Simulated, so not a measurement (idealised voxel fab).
A process module follows: voxel self aligned vias.
The cross-section shown here is cut; it is 155 nm wide and divided into square cells measuring 5 nm on a side.
Bands, listed from the top down, are how a cross-section gets written in this document; the cross-section itself is a grid of square cells, and a band is one or more rows of them. It is stipulated that each band's entry specify, in nanometres, the height of the top of the band and then that of its bottom, followed by the materials of the band in left-to-right sequence, each together with its width in nanometres. A single material marked by the word "full width" is understood to fill the band from edge to edge; the word "air" is understood to denote empty space. Ref level 0: as-received wafer is one material below here. Bottom band extends down with no lower bound ("0 down"). Think of "30..40" as a width that walks from the first number to the second as you go down the band, top row to bottom row, taking equal-sized steps from row to row. A step reported as "no alteration" is a step in which no cell of the cross-section changed. Under "Enclosed void entries" you'll find the enclosed gaps, the ones with no way out to the top, that are 8 cells or bigger; each reads width x height at distance, with distance counted from the left edge, everything in nm. That trailing text on a step's line, after the settings, is the simulator's own remark on the step. For masked steps, "overlay nm" on the step line gives how far right of plan the mask actually lay; a minus sign means it lay to the left.
-- Process steps (planned)
1) RECEIVE (material Si)
2) CONFORMAL_DEP (material SiO2; thk nm 10)
3) CONFORMAL_DEP (material SiCN; thk nm 5)
4) DIRECTIONAL_DEP (material lowk; thk nm 30)
5) MASKED_ETCH (tone open; mask id LINES; width nm 30; pitch nm 65; etch materials lowk; depth nm 30; overlay nm 0)
6) CONFORMAL_DEP (material TiN; thk nm 5)
7) FILL_DEP (material Ru; thk nm 10)
8) CMP (height nm 45)
9) SELECTIVE_ETCH (etch materials W Ru TiN; depth nm 5)
10) FILL_DEP (material SiN; thk nm 10)
11) CMP (height nm 45)
12) DIRECTIONAL_DEP (material lowk; thk nm 15)
13) PATTERN (tone open; mask id VIAS; material resist; width nm 50; thk nm 15; overlay nm 0)
14) DIRECTIONAL_ETCH (etch materials lowk; depth nm 15)
15) DIRECTIONAL_ETCH (etch materials SiN; depth nm 5)
16) STRIP (etch materials resist)
17) CONFORMAL_DEP (material TiN; thk nm 5)
18) FILL_DEP (material Cu; thk nm 5)
19) CMP (height nm 60)
20) CONFORMAL_DEP (material SiCN; thk nm 5)
-- Cross-section of the wafer upon arrival, representing the state reached after step 1
> 0 down: Si full width
> Enclosed void entries: none
-- The module was run from the start shown above using the plan shown above, but one mistake was made doing it; the resulting wafer cross-section is below
> 65 to 60: SiCN full width
> 60 to 50: lowk (20), then TiN (5), then Cu (40), then TiN (5), then lowk (85)
> 50 to 45: lowk (20), then TiN (50), then lowk (85)
> 45 to 40: SiN (20), then TiN (10), then lowk (30), then TiN (10), then SiN (25), then lowk (30), then SiN (30)
> 40 to 20: Ru (25), then TiN (5), then lowk (30), then TiN (5), then Ru (25), then TiN (5), then lowk (30), then TiN (5), then Ru (25)
> 20 to 15: TiN (30), then lowk (30), then TiN (35), then lowk (30), then TiN (30)
> 15 to 10: SiCN full width
> 10 to 0: SiO2 full width
> 0 down: Si full width
> Enclosed void entries: none
Which mistake was made when the wafer was run? in deviation from the planned setting, step 5 was conducted as MASKED_ETCH (tone cover; mask id LINES; width nm 30; pitch nm 65; etch materials lowk; depth nm 30; overlay nm 0)
